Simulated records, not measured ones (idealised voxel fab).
The name of this process module is voxel tone inversion.
In the cross-section labelled cut, the width is 170 nm and each square cell is 5 nm.
Cross-sections here: square-cell grids, written as top-down lists of bands, a band being one or more rows of cells.
Top, bottom (nm), then materials left to right with widths (nm); lone material tagged "edge to edge" fills the whole band edge to edge; "air" = empty space.
Basically, 0 is our baseline, since under it the wafer straight out of the box is all one material. The bottom band has no lower end and keeps on going down, so it looks like "z 0 and below".
Read "30 to 40" as a graded width: first number on top, second number at the bottom, same change between each pair of neighbouring rows.
Step note "nothing changed" = no cross-section cell changed.
Enclosed voids (no open way to top), threshold 8 cells or more, entry "Sealed voids", notation width x height at distance, distance from left edge, nm.
Heads up: the bit after the settings on a step's line is the simulator's remark on that step.
Among the settings permitted on a step's line is "overlay nm"; applied to a step with a mask, it specifies the extent to which the mask lay to the right of its planned position, whereas a negative figure signifies a position to the left.
## Set out below are the planned steps of the process
| 1 | RECEIVE,material Si |
| 2 | CONFORMAL_DEP,material SiN,thk nm 10 |
| 3 | DIRECTIONAL_DEP,material polySi,thk nm 20 |
| 4 | PATTERN,tone cover,mask id POSTS,material resist,width nm 15,pitch nm 45,thk nm 25,overlay nm 0 |
| 5 | DIRECTIONAL_ETCH,etch materials polySi,depth nm 20 |
| 6 | STRIP,etch materials resist |
| 7 | FILL_DEP,material lowk,thk nm 10 |
| 8 | CMP,height nm 30 |
| 9 | STRIP,etch materials polySi |
| 10 | CONFORMAL_DEP,material TiN,thk nm 5 |
| 11 | FILL_DEP,material Cu,thk nm 10 |
| 12 | CMP,height nm 30 |
| 13 | CONFORMAL_DEP,material SiCN,thk nm 5 |
## Step 1 complete: cross-section of the wafer as received
	z 0 and below = Si edge to edge
	Sealed voids: none
## Below is the wafer in cross-section after the module was completed. It began from the starting point shown above and followed the plan shown above, except that one mistake was made while running it
	z 35 to 30 = SiCN edge to edge
	z 30 to 20 = lowk edge to edge
	z 20 to 0 = 30 lowk | 15 polySi | 30 lowk | 15 polySi | 30 lowk | 15 polySi | 35 lowk
	z 0 and below = Si edge to edge
	Sealed voids: none
What broke from the plan during processing? step 2 from the plan never happened, it was just skipped
